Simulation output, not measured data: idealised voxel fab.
You're looking at the process module voxel capacitor over wiring.
The cross-section on display is named cut; it measures 140 nm wide, and its cells are 5 nm squares.
Notation: cross-section as square-cell grid; stated in bands, top first, going down; one or more cell rows per band.
Quick guide to a band line: top height, bottom height (nm) up front; then every material left to right with its width in nm. Only one material and it's marked "everywhere"? Then it fills the band edge to edge. And "empty" just means empty space.
It should be noted that heights are counted from 0, beneath which the wafer as supplied is of one material throughout, and that the lowest band possesses no lower boundary but continues downward, as written in "0..down".
The expression "30->40" gives the width at the extremes of the band, the first number at its top row of cells and the second at its bottom row, with the width changing by equal amounts from each row to the next in between.
Key: "nothing different" - step with no changed cell in the cross-section.
"Sealed voids" means: voids of 8 cells or more that are shut off from the top with no open way through. Written width x height at distance, distance from the left edge, in nm.
On a step's line, text after the settings is the simulator commenting on that step.
Among the settings permitted on a step's line is "overlay nm"; applied to a step with a mask, it specifies the extent to which the mask lay to the right of its planned position, whereas a negative figure signifies a position to the left.

Steps planned for the process
1) RECEIVE with material Si
2) CONFORMAL_DEP with material SiO2, thk nm 10
3) DIRECTIONAL_DEP with material TiN, thk nm 5
4) DIRECTIONAL_DEP with material Ru, thk nm 15
5) MASKED_ETCH with tone cover, mask id METAL_1, width nm 20, pitch nm 80, etch materials Ru, depth nm 5, overlay nm 0
6) MASKED_ETCH with tone cover, mask id METAL_1, width nm 20, pitch nm 80, etch materials TiN, depth nm 5, overlay nm 0
7) CONFORMAL_DEP with material SiCN, thk nm 5
8) FILL_DEP with material SiO2, thk nm 10
9) CMP with height nm 30
10) CONFORMAL_DEP with material SiCN, thk nm 5
11) DIRECTIONAL_DEP with material lowk, thk nm 15
12) MASKED_ETCH with tone open, mask id PLUG_1, width nm 15, etch materials lowk, depth nm 15, overlay nm 0
13) MASKED_ETCH with tone open, mask id PLUG_1, width nm 15, etch materials SiCN, depth nm 5, overlay nm 0
14) EPI with material Ru, thk nm 10
15) EPI with material Ru, thk nm 10
16) DIRECTIONAL_DEP with material TiN, thk nm 10
17) DIRECTIONAL_DEP with material SiN, thk nm 5
18) DIRECTIONAL_DEP with material TiN, thk nm 5
19) PATTERN with tone cover, mask id UPPER_PLATE, material resist, width nm 65, thk nm 15, overlay nm 0
20) DIRECTIONAL_ETCH with etch materials TiN, depth nm 5
21) DIRECTIONAL_ETCH with etch materials SiN, depth nm 5
22) STRIP with etch materials resist
23) DIRECTIONAL_DEP with material aC, thk nm 15
24) PATTERN with tone cover, mask id LOWER_PLATE, material resist, width nm 75, thk nm 30, overlay nm 0
25) DIRECTIONAL_ETCH with etch materials aC, depth nm 15
26) STRIP with etch materials resist
27) DIRECTIONAL_ETCH with etch materials TiN, depth nm 10
28) STRIP with etch materials aC
29) FILL_DEP with material SiO2, thk nm 15
30) CMP with height nm 80
31) PATTERN with tone open, mask id PLUG_2, material resist, width nm 15, thk nm 15, overlay nm 0
32) DIRECTIONAL_ETCH with etch materials SiO2, depth nm 10
33) STRIP with etch materials resist
34) CONFORMAL_DEP with material TiN, thk nm 5
35) FILL_DEP with material W, thk nm 5
36) CMP with height nm 80
37) CONFORMAL_DEP with material SiN, thk nm 5
Split variable: depth nm, step 5. Plan value = first wafer. Wafers start alike.

Cross-sectional view of the first of several wafers in the as-received condition, corresponding to the state following step 1
> 0..down = Si everywhere
> Sealed voids: none

Cross-section of the first of several wafers, taken after step 37, where the module ends
> 85..80 = SiN everywhere
> 80..75 = SiO2: 35  TiN: 5  W: 5  TiN: 5  SiO2: 90
> 75..65 = SiO2: 35->25  TiN: 15->65  SiO2: 90->50
> 65..60 = SiO2: 25  SiN: 65  SiO2: 50
> 60..50 = SiO2: 20  TiN: 75  SiO2: 45
> 50..35 = lowk: 25  Ru: 15  lowk: 100
> 35..30 = SiCN: 25  Ru: 15  SiCN: 100
> 30..25 = SiCN: 20  Ru: 20  SiCN: 60  Ru: 20  SiCN: 20
> 25..15 = Ru everywhere
> 15..10 = TiN everywhere
> 10..0 = SiO2 everywhere
> 0..down = Si everywhere
> Sealed voids: none

Of the several wafers, the last: cross-section at the end of the module
> 85..80 = SiN everywhere
> 80..75 = SiO2: 35  TiN: 5  W: 5  TiN: 5  SiO2: 90
> 75..65 = SiO2: 35->25  TiN: 15->65  SiO2: 90->50
> 65..60 = SiO2: 25  SiN: 65  SiO2: 50
> 60..50 = SiO2: 20  TiN: 75  SiO2: 45
> 50..35 = lowk: 25  Ru: 15  lowk: 100
> 35..30 = SiCN: 25  Ru: 15  SiCN: 100
> 30..15 = SiO2: 15  SiCN: 5  Ru: 20  SiCN: 5  SiO2: 50  SiCN: 5  Ru: 20  SiCN: 5  SiO2: 15
> 15..10 = SiCN: 20  TiN: 20  SiCN: 60  TiN: 20  SiCN: 20
> 10..0 = SiO2 everywhere
> 0..down = Si everywhere
> Sealed voids: none

Where each wafer stands at the end of the module, a row apiece: cells of each material gained (+) or lost (-) since it was received, then closed voids
depth nm 5 | +76 Ru | +45 SiCN | +41 SiN | +162 SiO2 | +76 TiN | +1 W | +75 lowk | Sealed voids: none
depth nm 10 | +56 Ru | +49 SiCN | +41 SiN | +178 SiO2 | +76 TiN | +1 W | +75 lowk | Sealed voids: none
depth nm 15 | +36 Ru | +57 SiCN | +41 SiN | +210 SiO2 | +56 TiN | +1 W | +75 lowk | Sealed voids: none
depth nm 20 | +36 Ru | +57 SiCN | +41 SiN | +210 SiO2 | +56 TiN | +1 W | +75 lowk | Sealed voids: none
depth nm 25 | +36 Ru | +57 SiCN | +41 SiN | +210 SiO2 | +56 TiN | +1 W | +75 lowk | Sealed voids: none
depth nm 30 | +36 Ru | +57 SiCN | +41 SiN | +210 SiO2 | +56 TiN | +1 W | +75 lowk | Sealed voids: none
